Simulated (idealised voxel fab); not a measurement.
Process module heading - voxel ribs on slabs
FYI the section here is cut, 220 nm wide, cells are 5 nm squares.
Format of a cross-section: grid, square cells. Given as bands. Order: top down. Band: one or more rows of cells. This entry defines a band. It first specifies the height of the band's top and the height of its bottom in nm, and then specifies the band's materials from left to right, stating each material with its width in nm. The word "full width" identifies a single material that fills the band from edge to edge, while the word "blank" identifies empty space. Heights from 0 (as-received wafer is one material below). Bottom band endless downward, as "from 0 down". The notation "30 to 40" denotes a width that varies across the rows of cells in the band, beginning at the first number in the top row, finishing at the second number in the bottom row, and changing by an identical amount from each row to the next. Basically "nothing altered" means that step didn't change any cell in the cross-section. Look at "Closed voids list" for the closed voids: empty spaces with no open path to the top, sized 8 cells or up. Each is width x height at distance, distance from the left edge, all nm. What comes after the settings on a step's line is commentary from the simulator itself on that step. The optional step-line setting "overlay nm" applies to steps with a mask and quantifies how far to the right of its planned location the mask lay, a negative value indicating leftward placement.

-- The process steps that were planned are listed below
- 1: op RECEIVE | material Si
- 2: op DIRECTIONAL_DEP | material SiO2 | thk nm 30
- 3: op DIRECTIONAL_DEP | material SiN | thk nm 15
- 4: op MASKED_ETCH | tone cover | mask id RIB | width nm 15 | etch materials SiN | depth nm 10 | overlay nm 0
- 5: op PATTERN | tone cover | mask id SLAB | material resist | width nm 55 | thk nm 20 | overlay nm 0
- 6: op DIRECTIONAL_ETCH | etch materials SiN | depth nm 5
- 7: op STRIP | etch materials resist
- 8: op FILL_DEP | material SiO2 | thk nm 25
- 9: op CMP | height nm 60
- 10: op DIRECTIONAL_DEP | material TiN | thk nm 5
- 11: op DIRECTIONAL_DEP | material aC | thk nm 15
- 12: op PATTERN | tone cover | mask id HEATER | material resist | width nm 25 | thk nm 35 | overlay nm 0
- 13: op DIRECTIONAL_ETCH | etch materials aC | depth nm 15
- 14: op STRIP | etch materials resist
- 15: op DIRECTIONAL_ETCH | etch materials TiN | depth nm 5
- 16: op STRIP | etch materials aC
- 17: op CONFORMAL_DEP | material SiO2 | thk nm 5

-- First of two wafers, with the run carried out as planned

-- Cross-section: wafer on arrival = after step 1
> from 0 down  Si full width
> Closed voids list: none

-- State of the wafer after step 2, shown in cross-section
> from 30 to 0  SiO2 full width
> Below a height of 0, the structure has not been altered.

-- State of the wafer after step 3, shown in cross-section
> from 45 to 30  SiN full width
> Below a height of 30, the structure has not been altered.

-- State of the wafer after step 4, shown in cross-section
> from 45 to 35  100 blank; 15 SiN; 105 blank
> Below a height of 35, the structure has not been altered.

-- State of the wafer after step 5, shown in cross-section
> from 65 to 45  80 blank; 55 resist; 85 blank
> from 45 to 35  80 blank; 20 resist; 15 SiN; 20 resist; 85 blank
> Below a height of 35, the structure has not been altered.

-- State of the wafer after step 6, shown in cross-section
> from 65 to 45  80 blank; 55 resist; 85 blank
> from 45 to 35  80 blank; 20 resist; 15 SiN; 20 resist; 85 blank
> from 35 to 30  80 blank; 55 SiN; 85 blank
> Below a height of 30, the structure has not been altered.

-- State of the wafer after step 7, shown in cross-section
> from 45 to 35  100 blank; 15 SiN; 105 blank
> Below a height of 35, the structure has not been altered.

-- State of the wafer after step 8, shown in cross-section
> from 70 to 45  SiO2 full width
> from 45 to 35  100 SiO2; 15 SiN; 105 SiO2
> from 35 to 30  80 SiO2; 55 SiN; 85 SiO2
> Below a height of 30, the structure has not been altered.

-- State of the wafer after step 9, shown in cross-section
> from 60 to 45  SiO2 full width
> Below a height of 45, the structure has not been altered.

-- State of the wafer after step 10, shown in cross-section
> from 65 to 60  TiN full width
> Below a height of 60, the structure has not been altered.

-- State of the wafer after step 11, shown in cross-section
> from 80 to 65  aC full width
> Below a height of 65, the structure has not been altered.

-- State of the wafer after step 12, shown in cross-section
> from 115 to 80  95 blank; 25 resist; 100 blank
> Below a height of 80, the structure has not been altered.

-- State of the wafer after step 13, shown in cross-section
> from 100 to 80  95 blank; 25 resist; 100 blank
> from 80 to 65  95 blank; 25 aC; 100 blank
> Below a height of 65, the structure has not been altered.

-- State of the wafer after step 14, shown in cross-section
> from 80 to 65  95 blank; 25 aC; 100 blank
> Below a height of 65, the structure has not been altered.

-- State of the wafer after step 15, shown in cross-section
> from 80 to 65  95 blank; 25 aC; 100 blank
> from 65 to 60  95 blank; 25 TiN; 100 blank
> Below a height of 60, the structure has not been altered.

-- State of the wafer after step 16, shown in cross-section
> from 65 to 60  95 blank; 25 TiN; 100 blank
> Below a height of 60, the structure has not been altered.

-- State of the wafer after step 17, shown in cross-section
> from 70 to 65  90 blank; 35 SiO2; 95 blank
> from 65 to 60  95 SiO2; 25 TiN; 100 SiO2
> Below a height of 60, the structure has not been altered.

-- second wafer: like start, like plan, one mistake. Through step 3 it matches the first wafer

-- Second wafer, section view, time point: scheduled end of step 4
> from 45 to 35  105 blank; 15 SiN; 100 blank
> Below a height of 35, the structure has not been altered.

-- Second wafer, section view, time point: scheduled end of step 5
> from 65 to 45  80 blank; 55 resist; 85 blank
> from 45 to 35  80 blank; 25 resist; 15 SiN; 15 resist; 85 blank
> Below a height of 35, the structure has not been altered.

-- Second wafer, section view, time point: scheduled end of step 6
> from 65 to 45  80 blank; 55 resist; 85 blank
> from 45 to 35  80 blank; 25 resist; 15 SiN; 15 resist; 85 blank
> from 35 to 30  80 blank; 55 SiN; 85 blank
> Below a height of 30, the structure has not been altered.

-- Second wafer, section view, time point: scheduled end of step 7
> from 45 to 35  105 blank; 15 SiN; 100 blank
> Below a height of 35, the structure has not been altered.

-- Second wafer, section view, time point: scheduled end of step 8
> from 70 to 45  SiO2 full width
> from 45 to 35  105 SiO2; 15 SiN; 100 SiO2
> from 35 to 30  80 SiO2; 55 SiN; 85 SiO2
> Below a height of 30, the structure has not been altered.

-- Second wafer, section view, time point: scheduled end of step 9
> from 60 to 45  SiO2 full width
> Below a height of 45, the structure has not been altered.

-- Second wafer, section view, time point: scheduled end of step 10
> from 65 to 60  TiN full width
> Below a height of 60, the structure has not been altered.

-- Second wafer, section view, time point: scheduled end of step 11
> from 80 to 65  aC full width
> Below a height of 65, the structure has not been altered.

-- Second wafer, section view, time point: scheduled end of step 12
> from 115 to 80  95 blank; 25 resist; 100 blank
> Below a height of 80, the structure has not been altered.

-- Second wafer, section view, time point: scheduled end of step 13
> from 100 to 80  95 blank; 25 resist; 100 blank
> from 80 to 65  95 blank; 25 aC; 100 blank
> Below a height of 65, the structure has not been altered.

-- Second wafer, section view, time point: scheduled end of step 14
> from 80 to 65  95 blank; 25 aC; 100 blank
> Below a height of 65, the structure has not been altered.

-- Second wafer, section view, time point: scheduled end of step 15
> from 80 to 65  95 blank; 25 aC; 100 blank
> from 65 to 60  95 blank; 25 TiN; 100 blank
> Below a height of 60, the structure has not been altered.

-- Second wafer, section view, time point: scheduled end of step 16
> from 65 to 60  95 blank; 25 TiN; 100 blank
> Below a height of 60, the structure has not been altered.

-- Second wafer, section view, time point: scheduled end of step 17
> from 70 to 65  90 blank; 35 SiO2; 95 blank
> from 65 to 60  95 SiO2; 25 TiN; 100 SiO2
> Below a height of 60, the structure has not been altered.
It is concluded that the wafer was processed incorrectly with respect to the plan, in that step 4 deviated from plan and actually ran as op MASKED_ETCH | tone cover | mask id RIB | width nm 15 | etch materials SiN | depth nm 10 | overlay nm 5
Matching per-material cell counts, mismatched positions: that is how the second wafer compares with the first at the end.
